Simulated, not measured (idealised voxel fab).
Process module in this document: voxel capacitor over wiring
We display cut, a cross-section 295 nm in width whose square cells are each 5 nm.
Cross-sections here: square-cell grids, written as top-down lists of bands, a band being one or more rows of cells.
The band entry comprises the height of the band's top followed by the height of its bottom, expressed in nm, and subsequently the band's materials from left to right, each stated together with its width in nm. Where a single material is marked with the word "everywhere", that material fills the band from edge to edge. The word "blank" represents empty space.
Height is counted from the level 0, under which the received wafer is composed throughout of one material. The lowest of the bands is not closed at the bottom but continues downward, in the notation "top 0, no bottom".
When a width is written as two numbers, as in "30..40", the first number is the width in the top row of cells of the band and the second is the width in its bottom row, and the width changes by the same amount from each row to the next.
Where a step carries "remains unaltered", the cross-section came out of it unchanged, cell for cell.
The entry "Fully sealed cavities" lists the empty spaces that cover at least 8 cells and have no open path to the top. Each is written as width x height at distance, where the distance is measured from the left edge and all three values are in nm.
It should be noted that, on the line of a given step, the content following the step's settings is a remark produced by the simulator itself with respect to that step.
The setting "overlay nm" may be written on the line of a step. When the step uses a mask, the value reports how far to the right of the planned place the mask lay, and a negative value reports that it lay to the left.
Each pair of cross-sections that follows straddles one process step: the one shows the state before the step, the other the state after it, down to the lowest band that changed and no further. The step in question, and its settings, are given under the pair. Note that a pair is not necessarily a continuation of the pair above it, since pairs can come from different runs of this module on the same starting wafer; it is a continuation only where its entry headed "Pre-step" says so.

-- Pre-step
    top 75, bottom 70 = 100 of blank; 70 of TiN; 125 of blank
    top 70, bottom 65 = 100 of blank; 70 of HfO2; 125 of blank
    top 65, bottom 55 = 95 of blank; 80 of TiN; 120 of blank
    top 55, bottom 45 = 100 of lowk; 15 of Ru; 180 of lowk
    top 45, bottom 40 = 100 of SiCN; 15 of Ru; 180 of SiCN
    top 40, bottom 20 = 95 of SiO2; 5 of TiN; 10 of W; 5 of TiN; 65 of SiO2; 5 of TiN; 10 of W; 5 of TiN; 95 of SiO2
    top 20, bottom 15 = 95 of SiO2; 20 of TiN; 65 of SiO2; 20 of TiN; 95 of SiO2
    top 15, bottom 5 = SiO2 everywhere
    top 5, bottom 0 = SiCN everywhere
    top 0, no bottom = Si everywhere
    Fully sealed cavities: none

-- Post-Process View
    top 90, bottom 75 = SiO2 everywhere
    top 75, bottom 70 = 100 of SiO2; 70 of TiN; 125 of SiO2
    top 70, bottom 65 = 100 of SiO2; 70 of HfO2; 125 of SiO2
    top 65, bottom 55 = 95 of SiO2; 80 of TiN; 120 of SiO2
    below 55: unchanged
    Fully sealed cavities: none
What process step lies between the two cross-sections above? FILL_DEP,material SiO2,thk nm 15

Pre-step: starting point is the after cross-section of the pair just above.

-- Post-Process View
    top 85, bottom 75 = SiO2 everywhere
    below 75: unchanged
    Fully sealed cavities: none
What process step lies between the two cross-sections above? CMP,height nm 85

Pre-step: starting point is the after cross-section of the pair just above.

-- Post-Process View
    top 105, bottom 85 = 110 of resist; 15 of blank; 170 of resist
    below 85: unchanged
    Fully sealed cavities: none
What process step lies between the two cross-sections above? PATTERN,tone open,mask id PLUG_2,material resist,width nm 15,thk nm 20,overlay nm 0

Pre-step: starting point is the after cross-section of the pair just above.

-- Post-Process View
    top 105, bottom 85 = 110 of resist; 15 of blank; 170 of resist
    top 85, bottom 75 = 110 of SiO2; 15 of blank; 170 of SiO2
    below 75: unchanged
    Fully sealed cavities: none
What process step lies between the two cross-sections above? DIRECTIONAL_ETCH,etch materials SiO2,depth nm 10

Pre-step: starting point is the after cross-section of the pair just above.

-- Post-Process View
    top 85, bottom 75 = 110 of SiO2; 15 of blank; 170 of SiO2
    below 75: unchanged
    Fully sealed cavities: none
What process step lies between the two cross-sections above? STRIP,etch materials resist

Pre-step: starting point is the after cross-section of the pair just above.

-- Post-Process View
    top 90, bottom 85 = 115 of TiN; 5 of blank; 175 of TiN
    top 85, bottom 80 = 110 of SiO2; 5 of TiN; 5 of blank; 5 of TiN; 170 of SiO2
    top 80, bottom 70 = 110..100 of SiO2; 15..70 of TiN; 170..125 of SiO2
    below 70: unchanged
    Fully sealed cavities: none
What process step lies between the two cross-sections above? CONFORMAL_DEP,material TiN,thk nm 5

Pre-step: starting point is the after cross-section of the pair just above.

-- Post-Process View
    top 95, bottom 90 = Ru everywhere
    top 90, bottom 85 = 115 of TiN; 5 of Ru; 175 of TiN
    top 85, bottom 80 = 110 of SiO2; 5 of TiN; 5 of Ru; 5 of TiN; 170 of SiO2
    below 80: unchanged
    Fully sealed cavities: none
What process step lies between the two cross-sections above? FILL_DEP,material Ru,thk nm 5

Pre-step: starting point is the after cross-section of the pair just above.

-- Post-Process View
    top 85, bottom 80 = 110 of SiO2; 5 of TiN; 5 of Ru; 5 of TiN; 170 of SiO2
    below 80: unchanged
    Fully sealed cavities: none
What process step lies between the two cross-sections above? CMP,height nm 85

Pre-step: starting point is the after cross-section of the pair just above.

-- Post-Process View
    top 90, bottom 85 = SiCN everywhere
    below 85: unchanged
    Fully sealed cavities: none
What process step lies between the two cross-sections above? CONFORMAL_DEP,material SiCN,thk nm 5

-- Pre-step
    top 95, bottom 90 = Ru everywhere
    top 90, bottom 85 = 115 of TiN; 5 of Ru; 175 of TiN
    top 85, bottom 80 = 110 of SiO2; 5 of TiN; 5 of Ru; 5 of TiN; 170 of SiO2
    top 80, bottom 70 = 110..100 of SiO2; 15..70 of TiN; 170..125 of SiO2
    top 70, bottom 65 = 100 of SiO2; 70 of HfO2; 125 of SiO2
    top 65, bottom 55 = 95 of SiO2; 80 of TiN; 120 of SiO2
    top 55, bottom 45 = 100 of lowk; 15 of Ru; 180 of lowk
    top 45, bottom 40 = 100 of SiCN; 15 of Ru; 180 of SiCN
    top 40, bottom 15 = 95 of SiO2; 5 of TiN; 10 of W; 5 of TiN; 65 of SiO2; 5 of TiN; 10 of W; 5 of TiN; 95 of SiO2
    top 15, bottom 10 = 95 of SiCN; 20 of TiN; 65 of SiCN; 20 of TiN; 95 of SiCN
    top 10, bottom 0 = SiO2 everywhere
    top 0, no bottom = Si everywhere
    Fully sealed cavities: none

-- Post-Process View
    top 90, bottom 85 = 115 of TiN; 5 of Ru; 175 of TiN
    below 85: unchanged
    Fully sealed cavities: none
What process step lies between the two cross-sections above? CMP,height nm 90

Pre-step: starting point is the after cross-section of the pair just above.

-- Post-Process View
    top 95, bottom 90 = SiCN everywhere
    below 90: unchanged
    Fully sealed cavities: none
What process step lies between the two cross-sections above? CONFORMAL_DEP,material SiCN,thk nm 5

-- Pre-step
    top 75, bottom 70 = 100 of blank; 70 of TiN; 125 of blank
    top 70, bottom 65 = 100 of blank; 70 of HfO2; 125 of blank
    top 65, bottom 55 = TiN everywhere
    top 55, bottom 45 = 100 of lowk; 15 of Ru; 180 of lowk
    top 45, bottom 40 = 100 of SiCN; 15 of Ru; 180 of SiCN
    top 40, bottom 15 = 95 of SiO2; 5 of TiN; 10 of W; 5 of TiN; 65 of SiO2; 5 of TiN; 10 of W; 5 of TiN; 95 of SiO2
    top 15, bottom 10 = 95 of SiCN; 20 of TiN; 65 of SiCN; 20 of TiN; 95 of SiCN
    top 10, bottom 0 = SiO2 everywhere
    top 0, no bottom = Si everywhere
    Fully sealed cavities: none

-- Post-Process View
    top 75, bottom 70 = 100 of blank; 70 of TiN; 125 of blank
    top 70, bottom 65 = 100 of blank; 70 of HfO2; 125 of blank
    top 65, bottom 55 = 100 of blank; 70 of TiN; 125 of blank
    below 55: unchanged
    Fully sealed cavities: none
What process step lies between the two cross-sections above? MASKED_ETCH,tone cover,mask id LOWER_PLATE,width nm 70,etch materials TiN,depth nm 10,overlay nm 0

Pre-step: starting point is the after cross-section of the pair just above.

-- Post-Process View
    top 90, bottom 75 = SiO2 everywhere
    top 75, bottom 70 = 100 of SiO2; 70 of TiN; 125 of SiO2
    top 70, bottom 65 = 100 of SiO2; 70 of HfO2; 125 of SiO2
    top 65, bottom 55 = 100 of SiO2; 70 of TiN; 125 of SiO2
    below 55: unchanged
    Fully sealed cavities: none
What process step lies between the two cross-sections above? FILL_DEP,material SiO2,thk nm 15

Pre-step: starting point is the after cross-section of the pair just above.

-- Post-Process View
    top 85, bottom 75 = SiO2 everywhere
    below 75: unchanged
    Fully sealed cavities: none
What process step lies between the two cross-sections above? CMP,height nm 85

Pre-step: starting point is the after cross-section of the pair just above.

-- Post-Process View
    top 105, bottom 85 = 110 of resist; 15 of blank; 170 of resist
    below 85: unchanged
    Fully sealed cavities: none
What process step lies between the two cross-sections above? PATTERN,tone open,mask id PLUG_2,material resist,width nm 15,thk nm 20,overlay nm 0

Pre-step: starting point is the after cross-section of the pair just above.

-- Post-Process View
    top 105, bottom 85 = 110 of resist; 15 of blank; 170 of resist
    top 85, bottom 75 = 110 of SiO2; 15 of blank; 170 of SiO2
    below 75: unchanged
    Fully sealed cavities: none
What process step lies between the two cross-sections above? DIRECTIONAL_ETCH,etch materials SiO2,depth nm 10

Pre-step: starting point is the after cross-section of the pair just above.

-- Post-Process View
    top 85, bottom 75 = 110 of SiO2; 15 of blank; 170 of SiO2
    below 75: unchanged
    Fully sealed cavities: none
What process step lies between the two cross-sections above? STRIP,etch materials resist

Pre-step: starting point is the after cross-section of the pair just above.

-- Post-Process View
    top 90, bottom 85 = 115 of TiN; 5 of blank; 175 of TiN
    top 85, bottom 80 = 110 of SiO2; 5 of TiN; 5 of blank; 5 of TiN; 170 of SiO2
    top 80, bottom 70 = 110..100 of SiO2; 15..70 of TiN; 170..125 of SiO2
    below 70: unchanged
    Fully sealed cavities: none
What process step lies between the two cross-sections above? CONFORMAL_DEP,material TiN,thk nm 5

Pre-step: starting point is the after cross-section of the pair just above.

-- Post-Process View
    top 95, bottom 90 = Ru everywhere
    top 90, bottom 85 = 115 of TiN; 5 of Ru; 175 of TiN
    top 85, bottom 80 = 110 of SiO2; 5 of TiN; 5 of Ru; 5 of TiN; 170 of SiO2
    below 80: unchanged
    Fully sealed cavities: none
What process step lies between the two cross-sections above? FILL_DEP,material Ru,thk nm 5

Pre-step: starting point is the after cross-section of the pair just above.

-- Post-Process View
    top 85, bottom 80 = 110 of SiO2; 5 of TiN; 5 of Ru; 5 of TiN; 170 of SiO2
    below 80: unchanged
    Fully sealed cavities: none
What process step lies between the two cross-sections above? CMP,height nm 85

Pre-step: starting point is the after cross-section of the pair just above.

-- Post-Process View
    top 90, bottom 85 = SiCN everywhere
    below 85: unchanged
    Fully sealed cavities: none
What process step lies between the two cross-sections above? CONFORMAL_DEP,material SiCN,thk nm 5

-- Pre-step
    top 40, bottom 15 = SiO2 everywhere
    top 15, bottom 10 = SiCN everywhere
    top 10, bottom 0 = SiO2 everywhere
    top 0, no bottom = Si everywhere
    Fully sealed cavities: none

-- Post-Process View
    top 40, bottom 15 = 100 of SiO2; 20 of blank; 65 of SiO2; 20 of blank; 90 of SiO2
    below 15: unchanged
    Fully sealed cavities: none
What process step lies between the two cross-sections above? MASKED_ETCH,tone open,mask id METAL_1,width nm 20,pitch nm 85,etch materials SiO2,depth nm 25,overlay nm 5

Pre-step: starting point is the after cross-section of the pair just above.

-- Post-Process View
    top 40, bottom 15 = 100 of SiO2; 20 of blank; 65 of SiO2; 20 of blank; 90 of SiO2
    top 15, bottom 10 = 100 of SiCN; 15 of blank; 70 of SiCN; 15 of blank; 95 of SiCN
    below 10: unchanged
    Fully sealed cavities: none
What process step lies between the two cross-sections above? MASKED_ETCH,tone open,mask id METAL_1,width nm 20,pitch nm 85,etch materials SiCN,depth nm 5,overlay nm 0

Pre-step: starting point is the after cross-section of the pair just above.

-- Post-Process View
    top 45, bottom 40 = 105 of TiN; 10 of blank; 75 of TiN; 10 of blank; 95 of TiN
    top 40, bottom 20 = 100 of SiO2; 5 of TiN; 10 of blank; 5 of TiN; 65 of SiO2; 5 of TiN; 10 of blank; 5 of TiN; 90 of SiO2
    top 20, bottom 15 = 100 of SiO2; 5 of TiN; 5 of blank; 10 of TiN; 65 of SiO2; 5 of TiN; 5 of blank; 10 of TiN; 90 of SiO2
    top 15, bottom 10 = 100 of SiCN; 15 of TiN; 70 of SiCN; 15 of TiN; 95 of SiCN
    below 10: unchanged
    Fully sealed cavities: none
What process step lies between the two cross-sections above? CONFORMAL_DEP,material TiN,thk nm 5

Pre-step: starting point is the after cross-section of the pair just above.

-- Post-Process View
    top 50, bottom 45 = W everywhere
    top 45, bottom 40 = 105 of TiN; 10 of W; 75 of TiN; 10 of W; 95 of TiN
    top 40, bottom 20 = 100 of SiO2; 5 of TiN; 10 of W; 5 of TiN; 65 of SiO2; 5 of TiN; 10 of W; 5 of TiN; 90 of SiO2
    top 20, bottom 15 = 100 of SiO2; 5 of TiN; 5 of W; 10 of TiN; 65 of SiO2; 5 of TiN; 5 of W; 10 of TiN; 90 of SiO2
    below 15: unchanged
    Fully sealed cavities: none
What process step lies between the two cross-sections above? FILL_DEP,material W,thk nm 5

Pre-step: starting point is the after cross-section of the pair just above.

-- Post-Process View
    top 40, bottom 20 = 100 of SiO2; 5 of TiN; 10 of W; 5 of TiN; 65 of SiO2; 5 of TiN; 10 of W; 5 of TiN; 90 of SiO2
    below 20: unchanged
    Fully sealed cavities: none
What process step lies between the two cross-sections above? CMP,height nm 40

Pre-step: starting point is the after cross-section of the pair just above.

-- Post-Process View
    top 45, bottom 40 = SiCN everywhere
    below 40: unchanged
    Fully sealed cavities: none
What process step lies between the two cross-sections above? CONFORMAL_DEP,material SiCN,thk nm 5

Pre-step: starting point is the after cross-section of the pair just above.

-- Post-Process View
    top 55, bottom 45 = lowk everywhere
    below 45: unchanged
    Fully sealed cavities: none
What process step lies between the two cross-sections above? DIRECTIONAL_DEP,material lowk,thk nm 10

Pre-step: starting point is the after cross-section of the pair just above.

-- Post-Process View
    top 65, bottom 55 = aC everywhere
    below 55: unchanged
    Fully sealed cavities: none
What process step lies between the two cross-sections above? DIRECTIONAL_DEP,material aC,thk nm 10

Pre-step: starting point is the after cross-section of the pair just above.

-- Post-Process View
    top 95, bottom 65 = 100 of resist; 15 of blank; 180 of resist
    below 65: unchanged
    Fully sealed cavities: none
What process step lies between the two cross-sections above? PATTERN,tone open,mask id PLUG_1,material resist,width nm 15,thk nm 30,overlay nm 0

Pre-step: starting point is the after cross-section of the pair just above.

-- Post-Process View
    top 85, bottom 65 = 100 of resist; 15 of blank; 180 of resist
    top 65, bottom 55 = 100 of aC; 15 of blank; 180 of aC
    below 55: unchanged
    Fully sealed cavities: none
What process step lies between the two cross-sections above? DIRECTIONAL_ETCH,etch materials aC,depth nm 10

Pre-step: starting point is the after cross-section of the pair just above.

-- Post-Process View
    top 65, bottom 55 = 100 of aC; 15 of blank; 180 of aC
    below 55: unchanged
    Fully sealed cavities: none
What process step lies between the two cross-sections above? STRIP,etch materials resist

Pre-step: starting point is the after cross-section of the pair just above.

-- Post-Process View
    top 65, bottom 55 = 100 of aC; 15 of blank; 180 of aC
    top 55, bottom 45 = 100 of lowk; 15 of blank; 180 of lowk
    below 45: unchanged
    Fully sealed cavities: none
What process step lies between the two cross-sections above? DIRECTIONAL_ETCH,etch materials lowk,depth nm 10

Pre-step: starting point is the after cross-section of the pair just above.

-- Post-Process View
    top 65, bottom 55 = 100 of aC; 15 of blank; 180 of aC
    top 55, bottom 45 = 100 of lowk; 15 of blank; 180 of lowk
    top 45, bottom 40 = 100 of SiCN; 15 of blank; 180 of SiCN
    below 40: unchanged
    Fully sealed cavities: none
What process step lies between the two cross-sections above? DIRECTIONAL_ETCH,etch materials SiCN,depth nm 5

Pre-step: starting point is the after cross-section of the pair just above.

-- Post-Process View
    top 55, bottom 45 = 100 of lowk; 15 of blank; 180 of lowk
    below 45: unchanged
    Fully sealed cavities: none
What process step lies between the two cross-sections above? STRIP,etch materials aC

Pre-step: starting point is the after cross-section of the pair just above.

-- Post-Process View
    top 55, bottom 50 = 100 of lowk; 15 of blank; 180 of lowk
    top 50, bottom 45 = 100 of lowk; 15 of Ru; 180 of lowk
    top 45, bottom 40 = 100 of SiCN; 15 of Ru; 180 of SiCN
    below 40: unchanged
    Fully sealed cavities: none
What process step lies between the two cross-sections above? EPI,material Ru,thk nm 10

Pre-step: starting point is the after cross-section of the pair just above.

-- Post-Process View
    top 55, bottom 45 = 100 of lowk; 15 of Ru; 180 of lowk
    below 45: unchanged
    Fully sealed cavities: none
What process step lies between the two cross-sections above? EPI,material Ru,thk nm 5

Pre-step: starting point is the after cross-section of the pair just above.

-- Post-Process View
    top 65, bottom 55 = TiN everywhere
    below 55: unchanged
    Fully sealed cavities: none
What process step lies between the two cross-sections above? DIRECTIONAL_DEP,material TiN,thk nm 10

Pre-step: starting point is the after cross-section of the pair just above.

-- Post-Process View
    top 70, bottom 65 = HfO2 everywhere
    below 65: unchanged
    Fully sealed cavities: none
What process step lies between the two cross-sections above? DIRECTIONAL_DEP,material HfO2,thk nm 5

Pre-step: starting point is the after cross-section of the pair just above.

-- Post-Process View
    top 75, bottom 70 = TiN everywhere
    below 70: unchanged
    Fully sealed cavities: none
What process step lies between the two cross-sections above? DIRECTIONAL_DEP,material TiN,thk nm 5

Pre-step: starting point is the after cross-section of the pair just above.

-- Post-Process View
    top 75, bottom 70 = 100 of blank; 70 of TiN; 125 of blank
    below 70: unchanged
    Fully sealed cavities: none
What process step lies between the two cross-sections above? MASKED_ETCH,tone cover,mask id UPPER_PLATE,width nm 70,etch materials TiN,depth nm 5,overlay nm 0

Pre-step: starting point is the after cross-section of the pair just above.

-- Post-Process View
    top 75, bottom 70 = 100 of blank; 70 of TiN; 125 of blank
    top 70, bottom 65 = 100 of blank; 70 of HfO2; 125 of blank
    below 65: unchanged
    Fully sealed cavities: none
What process step lies between the two cross-sections above? MASKED_ETCH,tone cover,mask id UPPER_PLATE,width nm 70,etch materials HfO2,depth nm 5,overlay nm 0

Pre-step: starting point is the after cross-section of the pair just above.

-- Post-Process View
    top 75, bottom 70 = 100 of blank; 70 of TiN; 125 of blank
    top 70, bottom 65 = 100 of blank; 70 of HfO2; 125 of blank
    top 65, bottom 55 = 95 of blank; 80 of TiN; 120 of blank
    below 55: unchanged
    Fully sealed cavities: none
What process step lies between the two cross-sections above? MASKED_ETCH,tone cover,mask id LOWER_PLATE,width nm 80,etch materials TiN,depth nm 10,overlay nm 0

Pre-step: starting point is the after cross-section of the pair just above.

-- Post-Process View
    top 90, bottom 75 = SiO2 everywhere
    top 75, bottom 70 = 100 of SiO2; 70 of TiN; 125 of SiO2
    top 70, bottom 65 = 100 of SiO2; 70 of HfO2; 125 of SiO2
    top 65, bottom 55 = 95 of SiO2; 80 of TiN; 120 of SiO2
    below 55: unchanged
    Fully sealed cavities: none
What process step lies between the two cross-sections above? FILL_DEP,material SiO2,thk nm 15

Pre-step: starting point is the after cross-section of the pair just above.

-- Post-Process View
    top 85, bottom 75 = SiO2 everywhere
    below 75: unchanged
    Fully sealed cavities: none
What process step lies between the two cross-sections above? CMP,height nm 85

Pre-step: starting point is the after cross-section of the pair just above.

-- Post-Process View
    top 105, bottom 85 = 110 of resist; 15 of blank; 170 of resist
    below 85: unchanged
    Fully sealed cavities: none
What process step lies between the two cross-sections above? PATTERN,tone open,mask id PLUG_2,material resist,width nm 15,thk nm 20,overlay nm 0

Pre-step: starting point is the after cross-section of the pair just above.

-- Post-Process View
    top 105, bottom 85 = 110 of resist; 15 of blank; 170 of resist
    top 85, bottom 75 = 110 of SiO2; 15 of blank; 170 of SiO2
    below 75: unchanged
    Fully sealed cavities: none
What process step lies between the two cross-sections above? DIRECTIONAL_ETCH,etch materials SiO2,depth nm 10

Pre-step: starting point is the after cross-section of the pair just above.

-- Post-Process View
    top 85, bottom 75 = 110 of SiO2; 15 of blank; 170 of SiO2
    below 75: unchanged
    Fully sealed cavities: none
What process step lies between the two cross-sections above? STRIP,etch materials resist

Pre-step: starting point is the after cross-section of the pair just above.

-- Post-Process View
    top 90, bottom 85 = 115 of TiN; 5 of blank; 175 of TiN
    top 85, bottom 80 = 110 of SiO2; 5 of TiN; 5 of blank; 5 of TiN; 170 of SiO2
    top 80, bottom 70 = 110..100 of SiO2; 15..70 of TiN; 170..125 of SiO2
    below 70: unchanged
    Fully sealed cavities: none
What process step lies between the two cross-sections above? CONFORMAL_DEP,material TiN,thk nm 5

Pre-step: starting point is the after cross-section of the pair just above.

-- Post-Process View
    top 95, bottom 90 = Ru everywhere
    top 90, bottom 85 = 115 of TiN; 5 of Ru; 175 of TiN
    top 85, bottom 80 = 110 of SiO2; 5 of TiN; 5 of Ru; 5 of TiN; 170 of SiO2
    below 80: unchanged
    Fully sealed cavities: none
What process step lies between the two cross-sections above? FILL_DEP,material Ru,thk nm 5

Pre-step: starting point is the after cross-section of the pair just above.

-- Post-Process View
    top 85, bottom 80 = 110 of SiO2; 5 of TiN; 5 of Ru; 5 of TiN; 170 of SiO2
    below 80: unchanged
    Fully sealed cavities: none
What process step lies between the two cross-sections above? CMP,height nm 85

Pre-step: starting point is the after cross-section of the pair just above.

-- Post-Process View
    top 90, bottom 85 = SiCN everywhere
    below 85: unchanged
    Fully sealed cavities: none
What process step lies between the two cross-sections above? CONFORMAL_DEP,material SiCN,thk nm 5

-- Pre-step
    top 40, bottom 15 = 95 of SiO2; 5 of TiN; 10 of W; 5 of TiN; 65 of SiO2; 5 of TiN; 10 of W; 5 of TiN; 95 of SiO2
    top 15, bottom 10 = 95 of SiCN; 20 of TiN; 65 of SiCN; 20 of TiN; 95 of SiCN
    top 10, bottom 0 = SiO2 everywhere
    top 0, no bottom = Si everywhere
    Fully sealed cavities: none

-- Post-Process View
    top 45, bottom 40 = W everywhere
    below 40: unchanged
    Fully sealed cavities: none
What process step lies between the two cross-sections above? CONFORMAL_DEP,material W,thk nm 5

Pre-step: starting point is the after cross-section of the pair just above.

-- Post-Process View
    top 55, bottom 45 = lowk everywhere
    below 45: unchanged
    Fully sealed cavities: none
What process step lies between the two cross-sections above? DIRECTIONAL_DEP,material lowk,thk nm 10

Pre-step: starting point is the after cross-section of the pair just above.

-- Post-Process View
    top 65, bottom 55 = aC everywhere
    below 55: unchanged
    Fully sealed cavities: none
What process step lies between the two cross-sections above? DIRECTIONAL_DEP,material aC,thk nm 10

Pre-step: starting point is the after cross-section of the pair just above.

-- Post-Process View
    top 95, bottom 65 = 100 of resist; 15 of blank; 180 of resist
    below 65: unchanged
    Fully sealed cavities: none
What process step lies between the two cross-sections above? PATTERN,tone open,mask id PLUG_1,material resist,width nm 15,thk nm 30,overlay nm 0

Pre-step: starting point is the after cross-section of the pair just above.

-- Post-Process View
    top 85, bottom 65 = 100 of resist; 15 of blank; 180 of resist
    top 65, bottom 55 = 100 of aC; 15 of blank; 180 of aC
    below 55: unchanged
    Fully sealed cavities: none
What process step lies between the two cross-sections above? DIRECTIONAL_ETCH,etch materials aC,depth nm 10

Pre-step: starting point is the after cross-section of the pair just above.

-- Post-Process View
    top 65, bottom 55 = 100 of aC; 15 of blank; 180 of aC
    below 55: unchanged
    Fully sealed cavities: none
What process step lies between the two cross-sections above? STRIP,etch materials resist

Pre-step: starting point is the after cross-section of the pair just above.

-- Post-Process View
    top 65, bottom 55 = 100 of aC; 15 of blank; 180 of aC
    top 55, bottom 45 = 100 of lowk; 15 of blank; 180 of lowk
    below 45: unchanged
    Fully sealed cavities: none
What process step lies between the two cross-sections above? DIRECTIONAL_ETCH,etch materials lowk,depth nm 10

Pre-step: starting point is the after cross-section of the pair just above.

-- Post-Process View
    top 55, bottom 45 = 100 of lowk; 15 of blank; 180 of lowk
    below 45: unchanged
    Fully sealed cavities: none
What process step lies between the two cross-sections above? STRIP,etch materials aC

Pre-step: starting point is the after cross-section of the pair just above.

-- Post-Process View
    top 55, bottom 45 = 100 of lowk; 15 of Ru; 180 of lowk
    below 45: unchanged
    Fully sealed cavities: none
What process step lies between the two cross-sections above? EPI,material Ru,thk nm 10

Pre-step: starting point is the after cross-section of the pair just above.

-- Post-Process View
    top 60, bottom 55 = 95 of blank; 25 of Ru; 175 of blank
    below 55: unchanged
    Fully sealed cavities: none
What process step lies between the two cross-sections above? EPI,material Ru,thk nm 5

Pre-step: starting point is the after cross-section of the pair just above.

-- Post-Process View
    top 70, bottom 65 = 95 of blank; 25 of TiN; 175 of blank
    top 65, bottom 60 = TiN everywhere
    top 60, bottom 55 = 95 of TiN; 25 of Ru; 175 of TiN
    below 55: unchanged
    Fully sealed cavities: none
What process step lies between the two cross-sections above? DIRECTIONAL_DEP,material TiN,thk nm 10

Pre-step: starting point is the after cross-section of the pair just above.

-- Post-Process View
    top 75, bottom 70 = 95 of blank; 25 of HfO2; 175 of blank
    top 70, bottom 65 = 95 of HfO2; 25 of TiN; 175 of HfO2
    below 65: unchanged
    Fully sealed cavities: none
What process step lies between the two cross-sections above? DIRECTIONAL_DEP,material HfO2,thk nm 5

Pre-step: starting point is the after cross-section of the pair just above.

-- Post-Process View
    top 80, bottom 75 = 95 of blank; 25 of TiN; 175 of blank
    top 75, bottom 70 = 95 of TiN; 25 of HfO2; 175 of TiN
    below 70: unchanged
    Fully sealed cavities: none
What process step lies between the two cross-sections above? DIRECTIONAL_DEP,material TiN,thk nm 5

Pre-step: starting point is the after cross-section of the pair just above.

-- Post-Process View
    top 80, bottom 75 = 100 of blank; 20 of TiN; 175 of blank
    top 75, bottom 70 = 95 of blank; 25 of HfO2; 50 of TiN; 125 of blank
    below 70: unchanged
    Fully sealed cavities: none
What process step lies between the two cross-sections above? MASKED_ETCH,tone cover,mask id UPPER_PLATE,width nm 70,etch materials TiN,depth nm 5,overlay nm 0

Pre-step: starting point is the after cross-section of the pair just above.

-- Post-Process View
    top 80, bottom 75 = 100 of blank; 20 of TiN; 175 of blank
    top 75, bottom 70 = 100 of blank; 20 of HfO2; 50 of TiN; 125 of blank
    top 70, bottom 65 = 95 of blank; 25 of TiN; 50 of HfO2; 125 of blank
    below 65: unchanged
    Fully sealed cavities: none
What process step lies between the two cross-sections above? MASKED_ETCH,tone cover,mask id UPPER_PLATE,width nm 70,etch materials HfO2,depth nm 5,overlay nm 0

Pre-step: starting point is the after cross-section of the pair just above.

-- Post-Process View
    top 80, bottom 75 = 100 of blank; 20 of TiN; 175 of blank
    top 75, bottom 70 = 100 of blank; 20 of HfO2; 50 of TiN; 125 of blank
    top 70, bottom 65 = 95 of blank; 25 of TiN; 50 of HfO2; 125 of blank
    top 65, bottom 60 = 95 of blank; 80 of TiN; 120 of blank
    top 60, bottom 55 = 95 of blank; 25 of Ru; 55 of TiN; 120 of blank
    below 55: unchanged
    Fully sealed cavities: none
What process step lies between the two cross-sections above? MASKED_ETCH,tone cover,mask id LOWER_PLATE,width nm 80,etch materials TiN,depth nm 10,overlay nm 0

Pre-step: starting point is the after cross-section of the pair just above.

-- Post-Process View
    top 95, bottom 80 = SiO2 everywhere
    top 80, bottom 75 = 100 of SiO2; 20 of TiN; 175 of SiO2
    top 75, bottom 70 = 100 of SiO2; 20 of HfO2; 50 of TiN; 125 of SiO2
    top 70, bottom 65 = 95 of SiO2; 25 of TiN; 50 of HfO2; 125 of SiO2
    top 65, bottom 60 = 95 of SiO2; 80 of TiN; 120 of SiO2
    top 60, bottom 55 = 95 of SiO2; 25 of Ru; 55 of TiN; 120 of SiO2
    below 55: unchanged
    Fully sealed cavities: none
What process step lies between the two cross-sections above? FILL_DEP,material SiO2,thk nm 15

Pre-step: starting point is the after cross-section of the pair just above.

-- Post-Process View
    top 85, bottom 80 = SiO2 everywhere
    below 80: unchanged
    Fully sealed cavities: none
What process step lies between the two cross-sections above? CMP,height nm 85

Pre-step: starting point is the after cross-section of the pair just above.

-- Post-Process View
    top 105, bottom 85 = 110 of resist; 15 of blank; 170 of resist
    below 85: unchanged
    Fully sealed cavities: none
What process step lies between the two cross-sections above? PATTERN,tone open,mask id PLUG_2,material resist,width nm 15,thk nm 20,overlay nm 0

Pre-step: starting point is the after cross-section of the pair just above.

-- Post-Process View
    top 105, bottom 85 = 110 of resist; 15 of blank; 170 of resist
    top 85, bottom 80 = 110 of SiO2; 15 of blank; 170 of SiO2
    top 80, bottom 75 = 100 of SiO2; 20 of TiN; 5 of blank; 170 of SiO2
    below 75: unchanged
    Fully sealed cavities: none
What process step lies between the two cross-sections above? DIRECTIONAL_ETCH,etch materials SiO2,depth nm 10

Pre-step: starting point is the after cross-section of the pair just above.

-- Post-Process View
    top 85, bottom 80 = 110 of SiO2; 15 of blank; 170 of SiO2
    below 80: unchanged
    Fully sealed cavities: none
What process step lies between the two cross-sections above? STRIP,etch materials resist

Pre-step: starting point is the after cross-section of the pair just above.

-- Post-Process View
    top 90, bottom 85 = 115 of TiN; 5 of blank; 175 of TiN
    top 85, bottom 75 = 110..100 of SiO2; 15..25 of TiN; 170 of SiO2
    below 75: unchanged
    Fully sealed cavities: none
What process step lies between the two cross-sections above? CONFORMAL_DEP,material TiN,thk nm 5

Pre-step: starting point is the after cross-section of the pair just above.

-- Post-Process View
    top 95, bottom 90 = Ru everywhere
    top 90, bottom 85 = 115 of TiN; 5 of Ru; 175 of TiN
    below 85: unchanged
    Fully sealed cavities: none
What process step lies between the two cross-sections above? FILL_DEP,material Ru,thk nm 5

Pre-step: starting point is the after cross-section of the pair just above.

-- Post-Process View
    top 85, bottom 75 = 110..100 of SiO2; 15..25 of TiN; 170 of SiO2
    below 75: unchanged
    Fully sealed cavities: none
What process step lies between the two cross-sections above? CMP,height nm 85

Pre-step: starting point is the after cross-section of the pair just above.

-- Post-Process View
    top 90, bottom 85 = SiCN everywhere
    below 85: unchanged
    Fully sealed cavities: none
What process step lies between the two cross-sections above? CONFORMAL_DEP,material SiCN,thk nm 5
